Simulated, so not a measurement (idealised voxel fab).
Presented below is a process module, voxel wiring stack.
In the cross-section labelled cut, the width is 170 nm and each square cell is 5 nm.
Reading order for cross-sections: top band down to bottom band. Underlying form: a grid of square cells. Band size: one or more rows of cells.
Quick guide to a band line: top height, bottom height (nm) up front; then every material left to right with its width in nm. Only one material and it's marked "throughout"? Then it fills the band edge to edge. And "blank" just means empty space.
Convention: height 0 is the level below which the wafer, as received, is all one material. The lowest band does not terminate at the bottom but continues downward, represented as "from 0 down".
Width spec "30 to 40" -> top row of cells at first value, bottom row at second value, equal per-row change in between.
Key: "nothing was modified" - step with no changed cell in the cross-section.
The entry "Closed internal cavities" lists the empty spaces that cover at least 8 cells and have no open path to the top. Each is written as width x height at distance, where the distance is measured from the left edge and all three values are in nm.
On each step's line, the part that comes after the settings is the simulator's own comment on the step.
The "overlay nm" setting may appear on a step's line; for a step that uses a mask, it gives how far to the right of its planned position the mask lay, and a negative value indicates the left.
Read the rest as pairs. Take the cross-section before one process step, then the cross-section after it, which shows only down to the lowest band that changed. Under the pair, find the step between them and its settings. Bear in mind that pairs may come from different runs of this module on the same starting wafer: link a pair to the pair above it only where its entry headed "Ex-ante state" says to.

[Ex-ante state]
* from 60 to 55 = 35 SiCN, 5 blank, 40 SiCN, 5 blank, 40 SiCN, 5 blank, 40 SiCN
* from 55 to 45 = 30 lowk, 5 SiCN, 5 blank, 5 SiCN, 30 lowk, 5 SiCN, 5 blank, 5 SiCN, 30 lowk, 5 SiCN, 5 blank, 5 SiCN, 35 lowk
* from 45 to 40 = SiCN throughout
* from 40 to 30 = lowk throughout
* from 30 to 25 = 25 lowk, 30 SiCN, 15 lowk, 30 SiCN, 15 lowk, 30 SiCN, 25 lowk
* from 25 to 5 = 25 lowk, 5 SiCN, 20 W, 5 SiCN, 15 lowk, 5 SiCN, 20 W, 5 SiCN, 15 lowk, 5 SiCN, 20 W, 5 SiCN, 25 lowk
* from 5 to 0 = 30 SiCN, 20 TiN, 25 SiCN, 20 TiN, 25 SiCN, 20 TiN, 30 SiCN
* from 0 down = Si throughout
* Closed internal cavities: none

[Resulting Structure]
* from 85 to 70 = 35 SiO2, 5 blank, 40 SiO2, 5 blank, 40 SiO2, 5 blank, 40 SiO2
* from 70 to 60 = SiO2 throughout
* from 60 to 55 = 35 SiCN, 5 SiO2, 40 SiCN, 5 SiO2, 40 SiCN, 5 SiO2, 40 SiCN
* from 55 to 45 = 30 lowk, 5 SiCN, 5 SiO2, 5 SiCN, 30 lowk, 5 SiCN, 5 SiO2, 5 SiCN, 30 lowk, 5 SiCN, 5 SiO2, 5 SiCN, 35 lowk
* All layers under 45 are left as they were.
* Closed internal cavities: none
Name the step between the before and after sections above: DIRECTIONAL_DEP (material SiO2; thk nm 25)

Ex-ante state: the pre-step structure is the one depicted after the step in the pair just above.

[Resulting Structure]
* from 100 to 85 = 35 aC, 5 blank, 40 aC, 5 blank, 40 aC, 5 blank, 40 aC
* from 85 to 70 = 35 SiO2, 5 aC, 40 SiO2, 5 aC, 40 SiO2, 5 aC, 40 SiO2
* All layers under 70 are left as they were.
* Closed internal cavities: none
Name the step between the before and after sections above: DIRECTIONAL_DEP (material aC; thk nm 15)

Ex-ante state: the pre-step structure is the one depicted after the step in the pair just above.

[Resulting Structure]
* from 130 to 100 = 30 resist, 20 blank, 25 resist, 20 blank, 25 resist, 20 blank, 30 resist
* All layers under 100 are left as they were.
* Closed internal cavities: none
Name the step between the before and after sections above: PATTERN (tone open; mask id METAL_2; material resist; width nm 20; pitch nm 45; thk nm 30; overlay nm 0)

Ex-ante state: the pre-step structure is the one depicted after the step in the pair just above.

[Resulting Structure]
* from 115 to 100 = 30 resist, 20 blank, 25 resist, 20 blank, 25 resist, 20 blank, 30 resist
* from 100 to 85 = 30 aC, 20 blank, 25 aC, 20 blank, 25 aC, 20 blank, 30 aC
* from 85 to 70 = 35 SiO2, 5 blank, 40 SiO2, 5 blank, 40 SiO2, 5 blank, 40 SiO2
* All layers under 70 are left as they were.
* Closed internal cavities: none
Name the step between the before and after sections above: DIRECTIONAL_ETCH (etch materials aC; depth nm 15)

Ex-ante state: the pre-step structure is the one depicted after the step in the pair just above.

[Resulting Structure]
* from 100 to 85 = 30 aC, 20 blank, 25 aC, 20 blank, 25 aC, 20 blank, 30 aC
* All layers under 85 are left as they were.
* Closed internal cavities: none
Name the step between the before and after sections above: STRIP (etch materials resist)

Ex-ante state: the pre-step structure is the one depicted after the step in the pair just above.

[Resulting Structure]
* from 100 to 85 = 30 aC, 20 blank, 25 aC, 20 blank, 25 aC, 20 blank, 30 aC
* from 85 to 60 = 30 SiO2, 20 blank, 25 SiO2, 20 blank, 25 SiO2, 20 blank, 30 SiO2
* from 60 to 55 = 35 SiCN, 5 blank, 40 SiCN, 5 blank, 40 SiCN, 5 blank, 40 SiCN
* from 55 to 45 = 30 lowk, 5 SiCN, 5 blank, 5 SiCN, 30 lowk, 5 SiCN, 5 blank, 5 SiCN, 30 lowk, 5 SiCN, 5 blank, 5 SiCN, 35 lowk
* All layers under 45 are left as they were.
* Closed internal cavities: none
Name the step between the before and after sections above: DIRECTIONAL_ETCH (etch materials SiO2; depth nm 25)

Ex-ante state: the pre-step structure is the one depicted after the step in the pair just above.

[Resulting Structure]
* from 100 to 85 = 30 aC, 20 blank, 25 aC, 20 blank, 25 aC, 20 blank, 30 aC
* from 85 to 60 = 30 SiO2, 20 blank, 25 SiO2, 20 blank, 25 SiO2, 20 blank, 30 SiO2
* from 60 to 55 = 30 SiCN, 20 blank, 25 SiCN, 20 blank, 25 SiCN, 20 blank, 30 SiCN
* from 55 to 45 = 30 lowk, 5 SiCN, 5 blank, 5 SiCN, 30 lowk, 5 SiCN, 5 blank, 5 SiCN, 30 lowk, 5 SiCN, 5 blank, 5 SiCN, 35 lowk
* from 45 to 40 = 35 SiCN, 5 blank, 40 SiCN, 5 blank, 40 SiCN, 5 blank, 40 SiCN
* All layers under 40 are left as they were.
* Closed internal cavities: none
Name the step between the before and after sections above: DIRECTIONAL_ETCH (etch materials SiCN; depth nm 5)

Ex-ante state: the pre-step structure is the one depicted after the step in the pair just above.

[Resulting Structure]
* from 85 to 60 = 30 SiO2, 20 blank, 25 SiO2, 20 blank, 25 SiO2, 20 blank, 30 SiO2
* All layers under 60 are left as they were.
* Closed internal cavities: none
Name the step between the before and after sections above: STRIP (etch materials aC)

Ex-ante state: the pre-step structure is the one depicted after the step in the pair just above.

[Resulting Structure]
* from 90 to 85 = 35 TiN, 10 blank, 35 TiN, 10 blank, 35 TiN, 10 blank, 35 TiN
* from 85 to 60 = 30 SiO2, 5 TiN, 10 blank, 5 TiN, 25 SiO2, 5 TiN, 10 blank, 5 TiN, 25 SiO2, 5 TiN, 10 blank, 5 TiN, 30 SiO2
* from 60 to 55 = 30 SiCN, 20 TiN, 25 SiCN, 20 TiN, 25 SiCN, 20 TiN, 30 SiCN
* from 55 to 45 = 30 lowk, 5 SiCN, 5 TiN, 5 SiCN, 30 lowk, 5 SiCN, 5 TiN, 5 SiCN, 30 lowk, 5 SiCN, 5 TiN, 5 SiCN, 35 lowk
* from 45 to 40 = 35 SiCN, 5 TiN, 40 SiCN, 5 TiN, 40 SiCN, 5 TiN, 40 SiCN
* All layers under 40 are left as they were.
* Closed internal cavities: none
Name the step between the before and after sections above: CONFORMAL_DEP (material TiN; thk nm 5)

Ex-ante state: the pre-step structure is the one depicted after the step in the pair just above.

[Resulting Structure]
* from 100 to 90 = Cu throughout
* from 90 to 85 = 35 TiN, 10 Cu, 35 TiN, 10 Cu, 35 TiN, 10 Cu, 35 TiN
* from 85 to 60 = 30 SiO2, 5 TiN, 10 Cu, 5 TiN, 25 SiO2, 5 TiN, 10 Cu, 5 TiN, 25 SiO2, 5 TiN, 10 Cu, 5 TiN, 30 SiO2
* All layers under 60 are left as they were.
* Closed internal cavities: none
Name the step between the before and after sections above: FILL_DEP (material Cu; thk nm 10)

Ex-ante state: the pre-step structure is the one depicted after the step in the pair just above.

[Resulting Structure]
* from 85 to 60 = 30 SiO2, 5 TiN, 10 Cu, 5 TiN, 25 SiO2, 5 TiN, 10 Cu, 5 TiN, 25 SiO2, 5 TiN, 10 Cu, 5 TiN, 30 SiO2
* All layers under 60 are left as they were.
* Closed internal cavities: none
Name the step between the before and after sections above: CMP (height nm 85)

Ex-ante state: the pre-step structure is the one depicted after the step in the pair just above.

[Resulting Structure]
* from 90 to 85 = SiCN throughout
* All layers under 85 are left as they were.
* Closed internal cavities: none
Name the step between the before and after sections above: CONFORMAL_DEP (material SiCN; thk nm 5)

Ex-ante state: the pre-step structure is the one depicted after the step in the pair just above.

[Resulting Structure]
* from 120 to 90 = SiO2 throughout
* All layers under 90 are left as they were.
* Closed internal cavities: none
Name the step between the before and after sections above: DIRECTIONAL_DEP (material SiO2; thk nm 30)

Ex-ante state: the pre-step structure is the one depicted after the step in the pair just above.

[Resulting Structure]
* from 120 to 90 = 30 SiO2, 15 blank, 30 SiO2, 15 blank, 30 SiO2, 15 blank, 35 SiO2
* All layers under 90 are left as they were.
* Closed internal cavities: none
Name the step between the before and after sections above: MASKED_ETCH (tone open; mask id METAL_3_HOLES; width nm 15; pitch nm 45; etch materials SiO2; depth nm 30; overlay nm 0)

Ex-ante state: the pre-step structure is the one depicted after the step in the pair just above.

[Resulting Structure]
* from 120 to 100 = 30 SiO2, 20 blank, 25 SiO2, 20 blank, 25 SiO2, 20 blank, 30 SiO2
* All layers under 100 are left as they were.
* Closed internal cavities: none
Name the step between the before and after sections above: MASKED_ETCH (tone open; mask id METAL_3; width nm 20; pitch nm 45; etch materials SiO2; depth nm 20; overlay nm 0)

Ex-ante state: the pre-step structure is the one depicted after the step in the pair just above.

[Resulting Structure]
* from 120 to 100 = 30 SiO2, 20 blank, 25 SiO2, 20 blank, 25 SiO2, 20 blank, 30 SiO2
* from 100 to 90 = 30 SiO2, 15 blank, 30 SiO2, 15 blank, 30 SiO2, 15 blank, 35 SiO2
* from 90 to 85 = 30 SiCN, 15 blank, 30 SiCN, 15 blank, 30 SiCN, 15 blank, 35 SiCN
* All layers under 85 are left as they were.
* Closed internal cavities: none
Name the step between the before and after sections above: MASKED_ETCH (tone open; mask id METAL_3; width nm 20; pitch nm 45; etch materials SiCN; depth nm 5; overlay nm 0)

Ex-ante state: the pre-step structure is the one depicted after the step in the pair just above.

[Resulting Structure]
* from 125 to 120 = 35 TiN, 10 blank, 35 TiN, 10 blank, 35 TiN, 10 blank, 35 TiN
* from 120 to 105 = 30 SiO2, 5 TiN, 10 blank, 5 TiN, 25 SiO2, 5 TiN, 10 blank, 5 TiN, 25 SiO2, 5 TiN, 10 blank, 5 TiN, 30 SiO2
* from 105 to 100 = 30 SiO2, 5 TiN, 5 blank, 10 TiN, 25 SiO2, 5 TiN, 5 blank, 10 TiN, 25 SiO2, 5 TiN, 5 blank, 10 TiN, 30 SiO2
* from 100 to 90 = 30 SiO2, 5 TiN, 5 blank, 5 TiN, 30 SiO2, 5 TiN, 5 blank, 5 TiN, 30 SiO2, 5 TiN, 5 blank, 5 TiN, 35 SiO2
* from 90 to 85 = 30 SiCN, 15 TiN, 30 SiCN, 15 TiN, 30 SiCN, 15 TiN, 35 SiCN
* All layers under 85 are left as they were.
* Closed internal cavities: none
Name the step between the before and after sections above: CONFORMAL_DEP (material TiN; thk nm 5)

Ex-ante state: the pre-step structure is the one depicted after the step in the pair just above.

[Resulting Structure]
* from 130 to 125 = Ru throughout
* from 125 to 120 = 35 TiN, 10 Ru, 35 TiN, 10 Ru, 35 TiN, 10 Ru, 35 TiN
* from 120 to 105 = 30 SiO2, 5 TiN, 10 Ru, 5 TiN, 25 SiO2, 5 TiN, 10 Ru, 5 TiN, 25 SiO2, 5 TiN, 10 Ru, 5 TiN, 30 SiO2
* from 105 to 100 = 30 SiO2, 5 TiN, 5 Ru, 10 TiN, 25 SiO2, 5 TiN, 5 Ru, 10 TiN, 25 SiO2, 5 TiN, 5 Ru, 10 TiN, 30 SiO2
* from 100 to 90 = 30 SiO2, 5 TiN, 5 Ru, 5 TiN, 30 SiO2, 5 TiN, 5 Ru, 5 TiN, 30 SiO2, 5 TiN, 5 Ru, 5 TiN, 35 SiO2
* All layers under 90 are left as they were.
* Closed internal cavities: none
Name the step between the before and after sections above: FILL_DEP (material Ru; thk nm 5)

Ex-ante state: the pre-step structure is the one depicted after the step in the pair just above.

[Resulting Structure]
* from 120 to 105 = 30 SiO2, 5 TiN, 10 Ru, 5 TiN, 25 SiO2, 5 TiN, 10 Ru, 5 TiN, 25 SiO2, 5 TiN, 10 Ru, 5 TiN, 30 SiO2
* All layers under 105 are left as they were.
* Closed internal cavities: none
Name the step between the before and after sections above: CMP (height nm 120)

Ex-ante state: the pre-step structure is the one depicted after the step in the pair just above.

[Resulting Structure]
* from 125 to 120 = SiCN throughout
* All layers under 120 are left as they were.
* Closed internal cavities: none
Name the step between the before and after sections above: CONFORMAL_DEP (material SiCN; thk nm 5)

Ex-ante state: the pre-step structure is the one depicted after the step in the pair just above.

[Resulting Structure]
* from 155 to 125 = SiO2 throughout
* All layers under 125 are left as they were.
* Closed internal cavities: none
Name the step between the before and after sections above: DIRECTIONAL_DEP (material SiO2; thk nm 30)

Ex-ante state: the pre-step structure is the one depicted after the step in the pair just above.

[Resulting Structure]
* from 155 to 125 = 30 SiO2, 15 blank, 75 SiO2, 15 blank, 35 SiO2
* All layers under 125 are left as they were.
* Closed internal cavities: none
Name the step between the before and after sections above: MASKED_ETCH (tone open; mask id METAL_4_HOLES; width nm 15; pitch nm 90; etch materials SiO2; depth nm 30; overlay nm 0)

Ex-ante state: the pre-step structure is the one depicted after the step in the pair just above.

[Resulting Structure]
* from 155 to 135 = 30 SiO2, 20 blank, 25 SiO2, 20 blank, 25 SiO2, 20 blank, 30 SiO2
* All layers under 135 are left as they were.
* Closed internal cavities: none
Name the step between the before and after sections above: MASKED_ETCH (tone open; mask id METAL_4; width nm 20; pitch nm 45; etch materials SiO2; depth nm 20; overlay nm 0)

Ex-ante state: the pre-step structure is the one depicted after the step in the pair just above.

[Resulting Structure]
* from 155 to 135 = 30 SiO2, 20 blank, 25 SiO2, 20 blank, 25 SiO2, 20 blank, 30 SiO2
* from 135 to 125 = 30 SiO2, 15 blank, 75 SiO2, 15 blank, 35 SiO2
* from 125 to 120 = 30 SiCN, 15 blank, 75 SiCN, 15 blank, 35 SiCN
* All layers under 120 are left as they were.
* Closed internal cavities: none
Name the step between the before and after sections above: MASKED_ETCH (tone open; mask id METAL_4; width nm 20; pitch nm 45; etch materials SiCN; depth nm 5; overlay nm 0)

Ex-ante state: the pre-step structure is the one depicted after the step in the pair just above.

[Resulting Structure]
* from 160 to 155 = 35 TiN, 10 blank, 35 TiN, 10 blank, 35 TiN, 10 blank, 35 TiN
* from 155 to 140 = 30 SiO2, 5 TiN, 10 blank, 5 TiN, 25 SiO2, 5 TiN, 10 blank, 5 TiN, 25 SiO2, 5 TiN, 10 blank, 5 TiN, 30 SiO2
* from 140 to 135 = 30 SiO2, 5 TiN, 5 blank, 10 TiN, 25 SiO2, 20 TiN, 25 SiO2, 5 TiN, 5 blank, 10 TiN, 30 SiO2
* from 135 to 125 = 30 SiO2, 5 TiN, 5 blank, 5 TiN, 75 SiO2, 5 TiN, 5 blank, 5 TiN, 35 SiO2
* from 125 to 120 = 30 SiCN, 15 TiN, 75 SiCN, 15 TiN, 35 SiCN
* All layers under 120 are left as they were.
* Closed internal cavities: none
Name the step between the before and after sections above: CONFORMAL_DEP (material TiN; thk nm 5)

Ex-ante state: the pre-step structure is the one depicted after the step in the pair just above.

[Resulting Structure]
* from 165 to 160 = Ru throughout
* from 160 to 155 = 35 TiN, 10 Ru, 35 TiN, 10 Ru, 35 TiN, 10 Ru, 35 TiN
* from 155 to 140 = 30 SiO2, 5 TiN, 10 Ru, 5 TiN, 25 SiO2, 5 TiN, 10 Ru, 5 TiN, 25 SiO2, 5 TiN, 10 Ru, 5 TiN, 30 SiO2
* from 140 to 135 = 30 SiO2, 5 TiN, 5 Ru, 10 TiN, 25 SiO2, 20 TiN, 25 SiO2, 5 TiN, 5 Ru, 10 TiN, 30 SiO2
* from 135 to 125 = 30 SiO2, 5 TiN, 5 Ru, 5 TiN, 75 SiO2, 5 TiN, 5 Ru, 5 TiN, 35 SiO2
* All layers under 125 are left as they were.
* Closed internal cavities: none
Name the step between the before and after sections above: FILL_DEP (material Ru; thk nm 5)

Ex-ante state: the pre-step structure is the one depicted after the step in the pair just above.

[Resulting Structure]
* from 155 to 140 = 30 SiO2, 5 TiN, 10 Ru, 5 TiN, 25 SiO2, 5 TiN, 10 Ru, 5 TiN, 25 SiO2, 5 TiN, 10 Ru, 5 TiN, 30 SiO2
* All layers under 140 are left as they were.
* Closed internal cavities: none
Name the step between the before and after sections above: CMP (height nm 155)

Ex-ante state: the pre-step structure is the one depicted after the step in the pair just above.

[Resulting Structure]
* from 160 to 155 = SiN throughout
* All layers under 155 are left as they were.
* Closed internal cavities: none
Name the step between the before and after sections above: CONFORMAL_DEP (material SiN; thk nm 5)

[Ex-ante state]
* from 15 to 0 = SiO2 throughout
* from 0 down = Si throughout
* Closed internal cavities: none

[Resulting Structure]
* from 30 to 0 = SiO2 throughout
* All layers under 0 are left as they were.
* Closed internal cavities: none
Name the step between the before and after sections above: CONFORMAL_DEP (material SiO2; thk nm 15)

Ex-ante state: the pre-step structure is the one depicted after the step in the pair just above.

[Resulting Structure]
* from 35 to 30 = TiN throughout
* All layers under 30 are left as they were.
* Closed internal cavities: none
Name the step between the before and after sections above: DIRECTIONAL_DEP (material TiN; thk nm 5)

Ex-ante state: the pre-step structure is the one depicted after the step in the pair just above.

[Resulting Structure]
* from 55 to 35 = W throughout
* All layers under 35 are left as they were.
* Closed internal cavities: none
Name the step between the before and after sections above: DIRECTIONAL_DEP (material W; thk nm 20)

Ex-ante state: the pre-step structure is the one depicted after the step in the pair just above.

[Resulting Structure]
* from 75 to 55 = 30 blank, 20 resist, 25 blank, 20 resist, 25 blank, 20 resist, 30 blank
* All layers under 55 are left as they were.
* Closed internal cavities: none
Name the step between the before and after sections above: PATTERN (tone cover; mask id METAL_1; material resist; width nm 20; pitch nm 45; thk nm 20; overlay nm 0)

Ex-ante state: the pre-step structure is the one depicted after the step in the pair just above.

[Resulting Structure]
* from 75 to 55 = 30 blank, 20 resist, 25 blank, 20 resist, 25 blank, 20 resist, 30 blank
* from 55 to 35 = 30 blank, 20 W, 25 blank, 20 W, 25 blank, 20 W, 30 blank
* All layers under 35 are left as they were.
* Closed internal cavities: none
Name the step between the before and after sections above: DIRECTIONAL_ETCH (etch materials W; depth nm 20)

Ex-ante state: the pre-step structure is the one depicted after the step in the pair just above.

[Resulting Structure]
* from 75 to 55 = 30 blank, 20 resist, 25 blank, 20 resist, 25 blank, 20 resist, 30 blank
* from 55 to 35 = 30 blank, 20 W, 25 blank, 20 W, 25 blank, 20 W, 30 blank
* from 35 to 30 = 30 blank, 20 TiN, 25 blank, 20 TiN, 25 blank, 20 TiN, 30 blank
* All layers under 30 are left as they were.
* Closed internal cavities: none
Name the step between the before and after sections above: DIRECTIONAL_ETCH (etch materials TiN; depth nm 5)

Ex-ante state: the pre-step structure is the one depicted after the step in the pair just above.

[Resulting Structure]
* from 55 to 35 = 30 blank, 20 W, 25 blank, 20 W, 25 blank, 20 W, 30 blank
* All layers under 35 are left as they were.
* Closed internal cavities: none
Name the step between the before and after sections above: STRIP (etch materials resist)

Ex-ante state: the pre-step structure is the one depicted after the step in the pair just above.

[Resulting Structure]
* from 60 to 55 = 25 blank, 30 SiCN, 15 blank, 30 SiCN, 15 blank, 30 SiCN, 25 blank
* from 55 to 35 = 25 blank, 5 SiCN, 20 W, 5 SiCN, 15 blank, 5 SiCN, 20 W, 5 SiCN, 15 blank, 5 SiCN, 20 W, 5 SiCN, 25 blank
* from 35 to 30 = 30 SiCN, 20 TiN, 25 SiCN, 20 TiN, 25 SiCN, 20 TiN, 30 SiCN
* All layers under 30 are left as they were.
* Closed internal cavities: none
Name the step between the before and after sections above: CONFORMAL_DEP (material SiCN; thk nm 5)

Ex-ante state: the pre-step structure is the one depicted after the step in the pair just above.

[Resulting Structure]
* from 70 to 60 = lowk throughout
* from 60 to 55 = 25 lowk, 30 SiCN, 15 lowk, 30 SiCN, 15 lowk, 30 SiCN, 25 lowk
* from 55 to 35 = 25 lowk, 5 SiCN, 20 W, 5 SiCN, 15 lowk, 5 SiCN, 20 W, 5 SiCN, 15 lowk, 5 SiCN, 20 W, 5 SiCN, 25 lowk
* All layers under 35 are left as they were.
* Closed internal cavities: none
Name the step between the before and after sections above: FILL_DEP (material lowk; thk nm 10)

Ex-ante state: the pre-step structure is the one depicted after the step in the pair just above.

[Resulting Structure]
* from 40 to 35 = 25 lowk, 5 SiCN, 20 W, 5 SiCN, 15 lowk, 5 SiCN, 20 W, 5 SiCN, 15 lowk, 5 SiCN, 20 W, 5 SiCN, 25 lowk
* All layers under 35 are left as they were.
* Closed internal cavities: none
Name the step between the before and after sections above: CMP (height nm 40)

Ex-ante state: the pre-step structure is the one depicted after the step in the pair just above.

[Resulting Structure]
* from 45 to 40 = SiCN throughout
* All layers under 40 are left as they were.
* Closed internal cavities: none
Name the step between the before and after sections above: CONFORMAL_DEP (material SiCN; thk nm 5)

Ex-ante state: the pre-step structure is the one depicted after the step in the pair just above.

[Resulting Structure]
* from 55 to 45 = lowk throughout
* All layers under 45 are left as they were.
* Closed internal cavities: none
Name the step between the before and after sections above: DIRECTIONAL_DEP (material lowk; thk nm 10)

Ex-ante state: the pre-step structure is the one depicted after the step in the pair just above.

[Resulting Structure]
* from 65 to 55 = aC throughout
* All layers under 55 are left as they were.
* Closed internal cavities: none
Name the step between the before and after sections above: DIRECTIONAL_DEP (material aC; thk nm 10)

Ex-ante state: the pre-step structure is the one depicted after the step in the pair just above.

[Resulting Structure]
* from 95 to 65 = 30 resist, 15 blank, 30 resist, 15 blank, 30 resist, 15 blank, 35 resist
* All layers under 65 are left as they were.
* Closed internal cavities: none
Name the step between the before and after sections above: PATTERN (tone open; mask id PLUG_1; material resist; width nm 15; pitch nm 45; thk nm 30; overlay nm 0)

Ex-ante state: the pre-step structure is the one depicted after the step in the pair just above.

[Resulting Structure]
* from 85 to 65 = 30 resist, 15 blank, 30 resist, 15 blank, 30 resist, 15 blank, 35 resist
* from 65 to 55 = 30 aC, 15 blank, 30 aC, 15 blank, 30 aC, 15 blank, 35 aC
* All layers under 55 are left as they were.
* Closed internal cavities: none
Name the step between the before and after sections above: DIRECTIONAL_ETCH (etch materials aC; depth nm 10)

Ex-ante state: the pre-step structure is the one depicted after the step in the pair just above.

[Resulting Structure]
* from 65 to 55 = 30 aC, 15 blank, 30 aC, 15 blank, 30 aC, 15 blank, 35 aC
* All layers under 55 are left as they were.
* Closed internal cavities: none
Name the step between the before and after sections above: STRIP (etch materials resist)

Ex-ante state: the pre-step structure is the one depicted after the step in the pair just above.

[Resulting Structure]
* from 65 to 55 = 30 aC, 15 blank, 30 aC, 15 blank, 30 aC, 15 blank, 35 aC
* from 55 to 45 = 30 lowk, 15 blank, 30 lowk, 15 blank, 30 lowk, 15 blank, 35 lowk
* All layers under 45 are left as they were.
* Closed internal cavities: none
Name the step between the before and after sections above: DIRECTIONAL_ETCH (etch materials lowk; depth nm 10)

Ex-ante state: the pre-step structure is the one depicted after the step in the pair just above.

[Resulting Structure]
* from 65 to 55 = 30 aC, 15 blank, 30 aC, 15 blank, 30 aC, 15 blank, 35 aC
* from 55 to 45 = 30 lowk, 15 blank, 30 lowk, 15 blank, 30 lowk, 15 blank, 35 lowk
* from 45 to 40 = 30 SiCN, 15 blank, 30 SiCN, 15 blank, 30 SiCN, 15 blank, 35 SiCN
* All layers under 40 are left as they were.
* Closed internal cavities: none
Name the step between the before and after sections above: DIRECTIONAL_ETCH (etch materials SiCN; depth nm 5)

Ex-ante state: the pre-step structure is the one depicted after the step in the pair just above.

[Resulting Structure]
* from 55 to 45 = 30 lowk, 15 blank, 30 lowk, 15 blank, 30 lowk, 15 blank, 35 lowk
* All layers under 45 are left as they were.
* Closed internal cavities: none
Name the step between the before and after sections above: STRIP (etch materials aC)

Ex-ante state: the pre-step structure is the one depicted after the step in the pair just above.

[Resulting Structure]
* from 55 to 50 = 30 lowk, 15 blank, 30 lowk, 15 blank, 30 lowk, 15 blank, 35 lowk
* from 50 to 45 = 30 lowk, 15 Ru, 30 lowk, 15 Ru, 30 lowk, 15 Ru, 35 lowk
* from 45 to 40 = 30 SiCN, 15 Ru, 30 SiCN, 15 Ru, 30 SiCN, 15 Ru, 35 SiCN
* All layers under 40 are left as they were.
* Closed internal cavities: none
Name the step between the before and after sections above: EPI (material Ru; thk nm 10)

Ex-ante state: the pre-step structure is the one depicted after the step in the pair just above.

[Resulting Structure]
* from 55 to 45 = 30 lowk, 15 Ru, 30 lowk, 15 Ru, 30 lowk, 15 Ru, 35 lowk
* All layers under 45 are left as they were.
* Closed internal cavities: none
Name the step between the before and after sections above: EPI (material Ru; thk nm 5)

Ex-ante state: the pre-step structure is the one depicted after the step in the pair just above.

[Resulting Structure]
* from 60 to 55 = SiCN throughout
* All layers under 55 are left as they were.
* Closed internal cavities: none
Name the step between the before and after sections above: CONFORMAL_DEP (material SiCN; thk nm 5)

Ex-ante state: the pre-step structure is the one depicted after the step in the pair just above.

[Resulting Structure]
* from 85 to 60 = SiO2 throughout
* All layers under 60 are left as they were.
* Closed internal cavities: none
Name the step between the before and after sections above: DIRECTIONAL_DEP (material SiO2; thk nm 25)

Ex-ante state: the pre-step structure is the one depicted after the step in the pair just above.

[Resulting Structure]
* from 100 to 85 = aC throughout
* All layers under 85 are left as they were.
* Closed internal cavities: none
Name the step between the before and after sections above: DIRECTIONAL_DEP (material aC; thk nm 15)

Ex-ante state: the pre-step structure is the one depicted after the step in the pair just above.

[Resulting Structure]
* from 130 to 100 = 30 resist, 20 blank, 25 resist, 20 blank, 25 resist, 20 blank, 30 resist
* All layers under 100 are left as they were.
* Closed internal cavities: none
Name the step between the before and after sections above: PATTERN (tone open; mask id METAL_2; material resist; width nm 20; pitch nm 45; thk nm 30; overlay nm 0)

Ex-ante state: the pre-step structure is the one depicted after the step in the pair just above.

[Resulting Structure]
* from 115 to 100 = 30 resist, 20 blank, 25 resist, 20 blank, 25 resist, 20 blank, 30 resist
* from 100 to 85 = 30 aC, 20 blank, 25 aC, 20 blank, 25 aC, 20 blank, 30 aC
* All layers under 85 are left as they were.
* Closed internal cavities: none
Name the step between the before and after sections above: DIRECTIONAL_ETCH (etch materials aC; depth nm 15)

Ex-ante state: the pre-step structure is the one depicted after the step in the pair just above.

[Resulting Structure]
* from 100 to 85 = 30 aC, 20 blank, 25 aC, 20 blank, 25 aC, 20 blank, 30 aC
* All layers under 85 are left as they were.
* Closed internal cavities: none
Name the step between the before and after sections above: STRIP (etch materials resist)

Ex-ante state: the pre-step structure is the one depicted after the step in the pair just above.

[Resulting Structure]
* from 100 to 85 = 30 aC, 20 blank, 25 aC, 20 blank, 25 aC, 20 blank, 30 aC
* from 85 to 60 = 30 SiO2, 20 blank, 25 SiO2, 20 blank, 25 SiO2, 20 blank, 30 SiO2
* All layers under 60 are left as they were.
* Closed internal cavities: none
Name the step between the before and after sections above: DIRECTIONAL_ETCH (etch materials SiO2; depth nm 25)

Ex-ante state: the pre-step structure is the one depicted after the step in the pair just above.

[Resulting Structure]
* from 100 to 85 = 30 aC, 20 blank, 25 aC, 20 blank, 25 aC, 20 blank, 30 aC
* from 85 to 60 = 30 SiO2, 20 blank, 25 SiO2, 20 blank, 25 SiO2, 20 blank, 30 SiO2
* from 60 to 55 = 30 SiCN, 20 blank, 25 SiCN, 20 blank, 25 SiCN, 20 blank, 30 SiCN
* All layers under 55 are left as they were.
* Closed internal cavities: none
Name the step between the before and after sections above: DIRECTIONAL_ETCH (etch materials SiCN; depth nm 5)

Ex-ante state: the pre-step structure is the one depicted after the step in the pair just above.

[Resulting Structure]
* from 85 to 60 = 30 SiO2, 20 blank, 25 SiO2, 20 blank, 25 SiO2, 20 blank, 30 SiO2
* All layers under 60 are left as they were.
* Closed internal cavities: none
Name the step between the before and after sections above: STRIP (etch materials aC)

Ex-ante state: the pre-step structure is the one depicted after the step in the pair just above.

[Resulting Structure]
* from 90 to 85 = 35 TiN, 10 blank, 35 TiN, 10 blank, 35 TiN, 10 blank, 35 TiN
* from 85 to 60 = 30 SiO2, 5 TiN, 10 blank, 5 TiN, 25 SiO2, 5 TiN, 10 blank, 5 TiN, 25 SiO2, 5 TiN, 10 blank, 5 TiN, 30 SiO2
* from 60 to 55 = 30 SiCN, 20 TiN, 25 SiCN, 20 TiN, 25 SiCN, 20 TiN, 30 SiCN
* All layers under 55 are left as they were.
* Closed internal cavities: none
Name the step between the before and after sections above: CONFORMAL_DEP (material TiN; thk nm 5)

Ex-ante state: the pre-step structure is the one depicted after the step in the pair just above.

[Resulting Structure]
* from 100 to 90 = Cu throughout
* from 90 to 85 = 35 TiN, 10 Cu, 35 TiN, 10 Cu, 35 TiN, 10 Cu, 35 TiN
* from 85 to 60 = 30 SiO2, 5 TiN, 10 Cu, 5 TiN, 25 SiO2, 5 TiN, 10 Cu, 5 TiN, 25 SiO2, 5 TiN, 10 Cu, 5 TiN, 30 SiO2
* All layers under 60 are left as they were.
* Closed internal cavities: none
Name the step between the before and after sections above: FILL_DEP (material Cu; thk nm 10)

Ex-ante state: the pre-step structure is the one depicted after the step in the pair just above.

[Resulting Structure]
* from 85 to 60 = 30 SiO2, 5 TiN, 10 Cu, 5 TiN, 25 SiO2, 5 TiN, 10 Cu, 5 TiN, 25 SiO2, 5 TiN, 10 Cu, 5 TiN, 30 SiO2
* All layers under 60 are left as they were.
* Closed internal cavities: none
Name the step between the before and after sections above: CMP (height nm 85)

Ex-ante state: the pre-step structure is the one depicted after the step in the pair just above.

[Resulting Structure]
* from 90 to 85 = SiCN throughout
* All layers under 85 are left as they were.
* Closed internal cavities: none
Name the step between the before and after sections above: CONFORMAL_DEP (material SiCN; thk nm 5)
